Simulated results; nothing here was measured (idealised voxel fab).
The following process module bears the name voxel tone inversion.
The cross-section on display is named cut; it measures 190 nm wide, and its cells are 5 nm squares.
Format of a cross-section: grid, square cells. Given as bands. Order: top down. Band: one or more rows of cells.
Read a band's entry like this: the first values are the height of its top and the height of its bottom in nm, and what follows is the sequence of materials from left to right, each with its width in nm. Note that "blank" is empty space, and that a single material marked "edge to edge" reaches across the band from edge to edge.
The level at which height equals 0 is the one under which the wafer, as it arrives, is entirely one material. No lower edge exists for the bottom band, which continues downward and is notated as in "0..down".
When a width is written as two numbers, as in "30 to 40", the first number is the width in the top row of cells of the band and the second is the width in its bottom row, and the width changes by the same amount from each row to the next.
Take "no alteration" at face value: in the step it is given for, the cross-section changed in none of its cells.
In "Enclosed internal cavities" the enclosed voids are listed, meaning empty spaces of 8 cells or larger without any opening to the top. The form is width x height at distance, distance from the left edge, units nm.
Text after the settings on a step's line: the simulator's own remark on that step.
Regarding "overlay nm": on a step with a mask, it is the distance the mask lay to the right of its planned place; a negative value places it to the left.
Here's what the planned process steps look like
- 1: RECEIVE,material Si
- 2: CONFORMAL_DEP,material SiN,thk nm 5
- 3: DIRECTIONAL_DEP,material polySi,thk nm 15
- 4: PATTERN,tone cover,mask id POSTS,material resist,width nm 15,pitch nm 45,thk nm 25,overlay nm 0
- 5: DIRECTIONAL_ETCH,etch materials polySi,depth nm 15
- 6: STRIP,etch materials resist
- 7: FILL_DEP,material SiO2,thk nm 5
- 8: CMP,height nm 20
- 9: STRIP,etch materials polySi
The first wafer of two, processed as planned
Cross-section of the wafer at receipt, which is the condition after step 1
0..down  Si edge to edge
Enclosed internal cavities: none
Upon completion of step 2, the wafer appears in cross-section as shown
5..0  SiN edge to edge
Everything under 0 stays put, no change at all.
Upon completion of step 3, the wafer appears in cross-section as shown
20..5  polySi edge to edge
Everything under 5 stays put, no change at all.
Upon completion of step 4, the wafer appears in cross-section as shown
45..20  40 blank; 15 resist; 30 blank; 15 resist; 30 blank; 15 resist; 45 blank
Everything under 20 stays put, no change at all.
Upon completion of step 5, the wafer appears in cross-section as shown
45..20  40 blank; 15 resist; 30 blank; 15 resist; 30 blank; 15 resist; 45 blank
20..5  40 blank; 15 polySi; 30 blank; 15 polySi; 30 blank; 15 polySi; 45 blank
Everything under 5 stays put, no change at all.
Upon completion of step 6, the wafer appears in cross-section as shown
20..5  40 blank; 15 polySi; 30 blank; 15 polySi; 30 blank; 15 polySi; 45 blank
Everything under 5 stays put, no change at all.
Upon completion of step 7, the wafer appears in cross-section as shown
25..20  SiO2 edge to edge
20..5  40 SiO2; 15 polySi; 30 SiO2; 15 polySi; 30 SiO2; 15 polySi; 45 SiO2
Everything under 5 stays put, no change at all.
Upon completion of step 8, the wafer appears in cross-section as shown
20..5  40 SiO2; 15 polySi; 30 SiO2; 15 polySi; 30 SiO2; 15 polySi; 45 SiO2
Everything under 5 stays put, no change at all.
Upon completion of step 9, the wafer appears in cross-section as shown
20..5  40 SiO2; 15 blank; 30 SiO2; 15 blank; 30 SiO2; 15 blank; 45 SiO2
Everything under 5 stays put, no change at all.
Second wafer, same starting conditions and recipe as the first, one mistake in executing it, nothing differs from the first up to and including step 1
At the planned end of step 2, the second wafer in cross-section: no alteration
At the planned end of step 3, the second wafer in cross-section
15..0  polySi edge to edge
Everything under 0 stays put, no change at all.
At the planned end of step 4, the second wafer in cross-section
40..15  40 blank; 15 resist; 30 blank; 15 resist; 30 blank; 15 resist; 45 blank
Everything under 15 stays put, no change at all.
At the planned end of step 5, the second wafer in cross-section
40..15  40 blank; 15 resist; 30 blank; 15 resist; 30 blank; 15 resist; 45 blank
15..0  40 blank; 15 polySi; 30 blank; 15 polySi; 30 blank; 15 polySi; 45 blank
Everything under 0 stays put, no change at all.
At the planned end of step 6, the second wafer in cross-section
15..0  40 blank; 15 polySi; 30 blank; 15 polySi; 30 blank; 15 polySi; 45 blank
Everything under 0 stays put, no change at all.
At the planned end of step 7, the second wafer in cross-section
20..15  SiO2 edge to edge
15..0  40 SiO2; 15 polySi; 30 SiO2; 15 polySi; 30 SiO2; 15 polySi; 45 SiO2
Everything under 0 stays put, no change at all.
At the planned end of step 8, the second wafer in cross-section: no alteration
At the planned end of step 9, the second wafer in cross-section: no alteration
Error vs. plan: plan step 2 skipped
Bottom line after processing is that, in cells, the second wafer is up or down on some materials versus the first: SiN: 38 fewer; SiO2: 38 more; polySi: 27 more
